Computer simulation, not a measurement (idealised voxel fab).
Process module name: voxel self aligned contacts
Displayed cross-section: cut, width of 205 nm, square cells sized 5 nm.
Cross-section format: a grid of square cells, given as bands from top to bottom; each band is one or more rows of cells. Band: top height; bottom height; in nm. Then, left to right: material with width in nm, for each material. "all across": a single material spanning edge to edge. "blank": empty space. For the purposes of this specification, 0 denotes the height below which the wafer in its as-received condition is composed wholly of one material, and the lowermost band, lacking a lower limit, extends downward without end, as expressed in "0 and below". With a width like "30 to 40", each row of cells in the band differs from the next by the same amount, the top row carrying the first number and the bottom row the second. It should be understood that the words "left unchanged", when stated for a given step, signify that the cross-section underwent no change in any of its cells during that step. Any empty space of 8 cells or more lacking an open way to the top shows up in "Enclosed empty spaces" as width x height at distance, distance from the left edge, in nm. On a step's line, text after the settings is the simulator commenting on that step. "overlay nm" denotes, for a step that has a mask, the displacement of the mask to the right of its planned place, with negative values corresponding to the left.
### Intended process steps
1 RECEIVE, material Si
2 CONFORMAL_DEP, material SiO2, thk nm 5
3 DIRECTIONAL_DEP, material polySi, thk nm 25
4 DIRECTIONAL_DEP, material SiN, thk nm 20
5 PATTERN, tone cover, mask id GATE, material resist, width nm 25, pitch nm 50, thk nm 15, overlay nm 0
6 DIRECTIONAL_ETCH, etch materials SiN, depth nm 20
7 DIRECTIONAL_ETCH, etch materials polySi, depth nm 25
8 STRIP, etch materials resist
9 CONFORMAL_DEP, material SiN, thk nm 5
10 DIRECTIONAL_ETCH, etch materials SiN, depth nm 5
11 FILL_DEP, material SiO2, thk nm 20
12 CMP, height nm 60
13 DIRECTIONAL_DEP, material aC, thk nm 15
14 PATTERN, tone open, mask id CONTACT, material resist, width nm 35, pitch nm 50, thk nm 30, overlay nm 0
15 DIRECTIONAL_ETCH, etch materials aC, depth nm 15
16 STRIP, etch materials resist
17 DIRECTIONAL_ETCH, etch materials SiO2, depth nm 60
18 STRIP, etch materials aC
19 CONFORMAL_DEP, material TiN, thk nm 5
20 FILL_DEP, material W, thk nm 5
21 CMP, height nm 60
22 CONFORMAL_DEP, material SiN, thk nm 5
### First out of two wafers; run went to plan
### Step 1 complete: cross-section of the wafer as received
> 0 and below | Si all across
> Enclosed empty spaces: none
### You're looking at a cross-section of the wafer after step 2
> 5 down to 0 | SiO2 all across
> Anything lower than 0 is untouched.
### You're looking at a cross-section of the wafer after step 3
> 30 down to 5 | polySi all across
> Anything lower than 5 is untouched.
### You're looking at a cross-section of the wafer after step 4
> 50 down to 30 | SiN all across
> Anything lower than 30 is untouched.
### You're looking at a cross-section of the wafer after step 5
> 65 down to 50 | blank 40 nm / resist 25 nm / blank 25 nm / resist 25 nm / blank 25 nm / resist 25 nm / blank 40 nm
> Anything lower than 50 is untouched.
### You're looking at a cross-section of the wafer after step 6
> 65 down to 50 | blank 40 nm / resist 25 nm / blank 25 nm / resist 25 nm / blank 25 nm / resist 25 nm / blank 40 nm
> 50 down to 30 | blank 40 nm / SiN 25 nm / blank 25 nm / SiN 25 nm / blank 25 nm / SiN 25 nm / blank 40 nm
> Anything lower than 30 is untouched.
### You're looking at a cross-section of the wafer after step 7
> 65 down to 50 | blank 40 nm / resist 25 nm / blank 25 nm / resist 25 nm / blank 25 nm / resist 25 nm / blank 40 nm
> 50 down to 30 | blank 40 nm / SiN 25 nm / blank 25 nm / SiN 25 nm / blank 25 nm / SiN 25 nm / blank 40 nm
> 30 down to 5 | blank 40 nm / polySi 25 nm / blank 25 nm / polySi 25 nm / blank 25 nm / polySi 25 nm / blank 40 nm
> Anything lower than 5 is untouched.
### You're looking at a cross-section of the wafer after step 8
> 50 down to 30 | blank 40 nm / SiN 25 nm / blank 25 nm / SiN 25 nm / blank 25 nm / SiN 25 nm / blank 40 nm
> Anything lower than 30 is untouched.
### You're looking at a cross-section of the wafer after step 9
> 55 down to 30 | blank 35 nm / SiN 35 nm / blank 15 nm / SiN 35 nm / blank 15 nm / SiN 35 nm / blank 35 nm
> 30 down to 10 | blank 35 nm / SiN 5 nm / polySi 25 nm / SiN 5 nm / blank 15 nm / SiN 5 nm / polySi 25 nm / SiN 5 nm / blank 15 nm / SiN 5 nm / polySi 25 nm / SiN 5 nm / blank 35 nm
> 10 down to 5 | SiN 40 nm / polySi 25 nm / SiN 25 nm / polySi 25 nm / SiN 25 nm / polySi 25 nm / SiN 40 nm
> Anything lower than 5 is untouched.
### You're looking at a cross-section of the wafer after step 10
> 50 down to 30 | blank 35 nm / SiN 35 nm / blank 15 nm / SiN 35 nm / blank 15 nm / SiN 35 nm / blank 35 nm
> 30 down to 5 | blank 35 nm / SiN 5 nm / polySi 25 nm / SiN 5 nm / blank 15 nm / SiN 5 nm / polySi 25 nm / SiN 5 nm / blank 15 nm / SiN 5 nm / polySi 25 nm / SiN 5 nm / blank 35 nm
> Anything lower than 5 is untouched.
### You're looking at a cross-section of the wafer after step 11
> 70 down to 50 | SiO2 all across
> 50 down to 30 | SiO2 35 nm / SiN 35 nm / SiO2 15 nm / SiN 35 nm / SiO2 15 nm / SiN 35 nm / SiO2 35 nm
> 30 down to 5 | SiO2 35 nm / SiN 5 nm / polySi 25 nm / SiN 5 nm / SiO2 15 nm / SiN 5 nm / polySi 25 nm / SiN 5 nm / SiO2 15 nm / SiN 5 nm / polySi 25 nm / SiN 5 nm / SiO2 35 nm
> Anything lower than 5 is untouched.
### You're looking at a cross-section of the wafer after step 12
> 60 down to 50 | SiO2 all across
> Anything lower than 50 is untouched.
### You're looking at a cross-section of the wafer after step 13
> 75 down to 60 | aC all across
> Anything lower than 60 is untouched.
### You're looking at a cross-section of the wafer after step 14
> 105 down to 75 | resist 60 nm / blank 35 nm / resist 15 nm / blank 35 nm / resist 60 nm
> Anything lower than 75 is untouched.
### You're looking at a cross-section of the wafer after step 15
> 90 down to 75 | resist 60 nm / blank 35 nm / resist 15 nm / blank 35 nm / resist 60 nm
> 75 down to 60 | aC 60 nm / blank 35 nm / aC 15 nm / blank 35 nm / aC 60 nm
> Anything lower than 60 is untouched.
### You're looking at a cross-section of the wafer after step 16
> 75 down to 60 | aC 60 nm / blank 35 nm / aC 15 nm / blank 35 nm / aC 60 nm
> Anything lower than 60 is untouched.
### You're looking at a cross-section of the wafer after step 17
> 75 down to 60 | aC 60 nm / blank 35 nm / aC 15 nm / blank 35 nm / aC 60 nm
> 60 down to 50 | SiO2 60 nm / blank 35 nm / SiO2 15 nm / blank 35 nm / SiO2 60 nm
> 50 down to 30 | SiO2 35 nm / SiN 35 nm / blank 15 nm / SiN 35 nm / blank 15 nm / SiN 35 nm / SiO2 35 nm
> 30 down to 5 | SiO2 35 nm / SiN 5 nm / polySi 25 nm / SiN 5 nm / blank 15 nm / SiN 5 nm / polySi 25 nm / SiN 5 nm / blank 15 nm / SiN 5 nm / polySi 25 nm / SiN 5 nm / SiO2 35 nm
> 5 down to 0 | SiO2 70 nm / blank 15 nm / SiO2 35 nm / blank 15 nm / SiO2 70 nm
> Anything lower than 0 is untouched.
### You're looking at a cross-section of the wafer after step 18
> 60 down to 50 | SiO2 60 nm / blank 35 nm / SiO2 15 nm / blank 35 nm / SiO2 60 nm
> Anything lower than 50 is untouched.
### You're looking at a cross-section of the wafer after step 19
> 65 down to 60 | TiN 65 nm / blank 25 nm / TiN 25 nm / blank 25 nm / TiN 65 nm
> 60 down to 50 | SiO2 60 nm / TiN 5 to 15 nm / blank 25 to 5 nm / TiN 5 to 15 nm / SiO2 15 nm / TiN 5 to 15 nm / blank 25 to 5 nm / TiN 5 to 15 nm / SiO2 60 nm
> 50 down to 30 | SiO2 35 nm / SiN 35 nm / TiN 5 nm / blank 5 nm / TiN 5 nm / SiN 35 nm / TiN 5 nm / blank 5 nm / TiN 5 nm / SiN 35 nm / SiO2 35 nm
> 30 down to 5 | SiO2 35 nm / SiN 5 nm / polySi 25 nm / SiN 5 nm / TiN 5 nm / blank 5 nm / TiN 5 nm / SiN 5 nm / polySi 25 nm / SiN 5 nm / TiN 5 nm / blank 5 nm / TiN 5 nm / SiN 5 nm / polySi 25 nm / SiN 5 nm / SiO2 35 nm
> 5 down to 0 | SiO2 70 nm / TiN 15 nm / SiO2 35 nm / TiN 15 nm / SiO2 70 nm
> Anything lower than 0 is untouched.
### You're looking at a cross-section of the wafer after step 20
> 70 down to 65 | W all across
> 65 down to 60 | TiN 65 nm / W 25 nm / TiN 25 nm / W 25 nm / TiN 65 nm
> 60 down to 50 | SiO2 60 nm / TiN 5 to 15 nm / W 25 to 5 nm / TiN 5 to 15 nm / SiO2 15 nm / TiN 5 to 15 nm / W 25 to 5 nm / TiN 5 to 15 nm / SiO2 60 nm
> 50 down to 30 | SiO2 35 nm / SiN 35 nm / TiN 5 nm / W 5 nm / TiN 5 nm / SiN 35 nm / TiN 5 nm / W 5 nm / TiN 5 nm / SiN 35 nm / SiO2 35 nm
> 30 down to 5 | SiO2 35 nm / SiN 5 nm / polySi 25 nm / SiN 5 nm / TiN 5 nm / W 5 nm / TiN 5 nm / SiN 5 nm / polySi 25 nm / SiN 5 nm / TiN 5 nm / W 5 nm / TiN 5 nm / SiN 5 nm / polySi 25 nm / SiN 5 nm / SiO2 35 nm
> Anything lower than 5 is untouched.
### You're looking at a cross-section of the wafer after step 21
> 60 down to 50 | SiO2 60 nm / TiN 5 to 15 nm / W 25 to 5 nm / TiN 5 to 15 nm / SiO2 15 nm / TiN 5 to 15 nm / W 25 to 5 nm / TiN 5 to 15 nm / SiO2 60 nm
> Anything lower than 50 is untouched.
### You're looking at a cross-section of the wafer after step 22
> 65 down to 60 | SiN all across
> Anything lower than 60 is untouched.
### Notes, second wafer: start = first wafer's, plan = first wafer's, execution had one mistake; history identical to first through step 13
### Cross-section: second wafer, time at which step 14 was scheduled to end
> 105 down to 75 | resist 65 nm / blank 35 nm / resist 15 nm / blank 35 nm / resist 55 nm
> Anything lower than 75 is untouched.
### Cross-section: second wafer, time at which step 15 was scheduled to end
> 90 down to 75 | resist 65 nm / blank 35 nm / resist 15 nm / blank 35 nm / resist 55 nm
> 75 down to 60 | aC 65 nm / blank 35 nm / aC 15 nm / blank 35 nm / aC 55 nm
> Anything lower than 60 is untouched.
### Cross-section: second wafer, time at which step 16 was scheduled to end
> 75 down to 60 | aC 65 nm / blank 35 nm / aC 15 nm / blank 35 nm / aC 55 nm
> Anything lower than 60 is untouched.
### Cross-section: second wafer, time at which step 17 was scheduled to end
> 75 down to 60 | aC 65 nm / blank 35 nm / aC 15 nm / blank 35 nm / aC 55 nm
> 60 down to 50 | SiO2 65 nm / blank 35 nm / SiO2 15 nm / blank 35 nm / SiO2 55 nm
> 50 down to 30 | SiO2 35 nm / SiN 35 nm / blank 15 nm / SiN 35 nm / blank 15 nm / SiN 35 nm / SiO2 35 nm
> 30 down to 5 | SiO2 35 nm / SiN 5 nm / polySi 25 nm / SiN 5 nm / blank 15 nm / SiN 5 nm / polySi 25 nm / SiN 5 nm / blank 15 nm / SiN 5 nm / polySi 25 nm / SiN 5 nm / SiO2 35 nm
> 5 down to 0 | SiO2 70 nm / blank 15 nm / SiO2 35 nm / blank 15 nm / SiO2 70 nm
> Anything lower than 0 is untouched.
### Cross-section: second wafer, time at which step 18 was scheduled to end
> 60 down to 50 | SiO2 65 nm / blank 35 nm / SiO2 15 nm / blank 35 nm / SiO2 55 nm
> Anything lower than 50 is untouched.
### Cross-section: second wafer, time at which step 19 was scheduled to end
> 65 down to 60 | TiN 70 nm / blank 25 nm / TiN 25 nm / blank 25 nm / TiN 60 nm
> 60 down to 50 | SiO2 65 nm / TiN 5 to 10 nm / blank 25 to 5 nm / TiN 5 to 20 nm / SiO2 15 nm / TiN 5 to 10 nm / blank 25 to 5 nm / TiN 5 to 20 nm / SiO2 55 nm
> 50 down to 30 | SiO2 35 nm / SiN 35 nm / TiN 5 nm / blank 5 nm / TiN 5 nm / SiN 35 nm / TiN 5 nm / blank 5 nm / TiN 5 nm / SiN 35 nm / SiO2 35 nm
> 30 down to 5 | SiO2 35 nm / SiN 5 nm / polySi 25 nm / SiN 5 nm / TiN 5 nm / blank 5 nm / TiN 5 nm / SiN 5 nm / polySi 25 nm / SiN 5 nm / TiN 5 nm / blank 5 nm / TiN 5 nm / SiN 5 nm / polySi 25 nm / SiN 5 nm / SiO2 35 nm
> 5 down to 0 | SiO2 70 nm / TiN 15 nm / SiO2 35 nm / TiN 15 nm / SiO2 70 nm
> Anything lower than 0 is untouched.
### Cross-section: second wafer, time at which step 20 was scheduled to end
> 70 down to 65 | W all across
> 65 down to 60 | TiN 70 nm / W 25 nm / TiN 25 nm / W 25 nm / TiN 60 nm
> 60 down to 50 | SiO2 65 nm / TiN 5 to 10 nm / W 25 to 5 nm / TiN 5 to 20 nm / SiO2 15 nm / TiN 5 to 10 nm / W 25 to 5 nm / TiN 5 to 20 nm / SiO2 55 nm
> 50 down to 30 | SiO2 35 nm / SiN 35 nm / TiN 5 nm / W 5 nm / TiN 5 nm / SiN 35 nm / TiN 5 nm / W 5 nm / TiN 5 nm / SiN 35 nm / SiO2 35 nm
> 30 down to 5 | SiO2 35 nm / SiN 5 nm / polySi 25 nm / SiN 5 nm / TiN 5 nm / W 5 nm / TiN 5 nm / SiN 5 nm / polySi 25 nm / SiN 5 nm / TiN 5 nm / W 5 nm / TiN 5 nm / SiN 5 nm / polySi 25 nm / SiN 5 nm / SiO2 35 nm
> Anything lower than 5 is untouched.
### Cross-section: second wafer, time at which step 21 was scheduled to end
> 60 down to 50 | SiO2 65 nm / TiN 5 to 10 nm / W 25 to 5 nm / TiN 5 to 20 nm / SiO2 15 nm / TiN 5 to 10 nm / W 25 to 5 nm / TiN 5 to 20 nm / SiO2 55 nm
> Anything lower than 50 is untouched.
### Cross-section: second wafer, time at which step 22 was scheduled to end
> 65 down to 60 | SiN all across
> Anything lower than 60 is untouched.
What was done differently from what was planned? off-plan run, step 14, actual operation and settings PATTERN, tone open, mask id CONTACT, material resist, width nm 35, pitch nm 50, thk nm 30, overlay nm 5
Tallied in cells, the final second wafer holds each material in the same quantity as the first, although not at the same places.
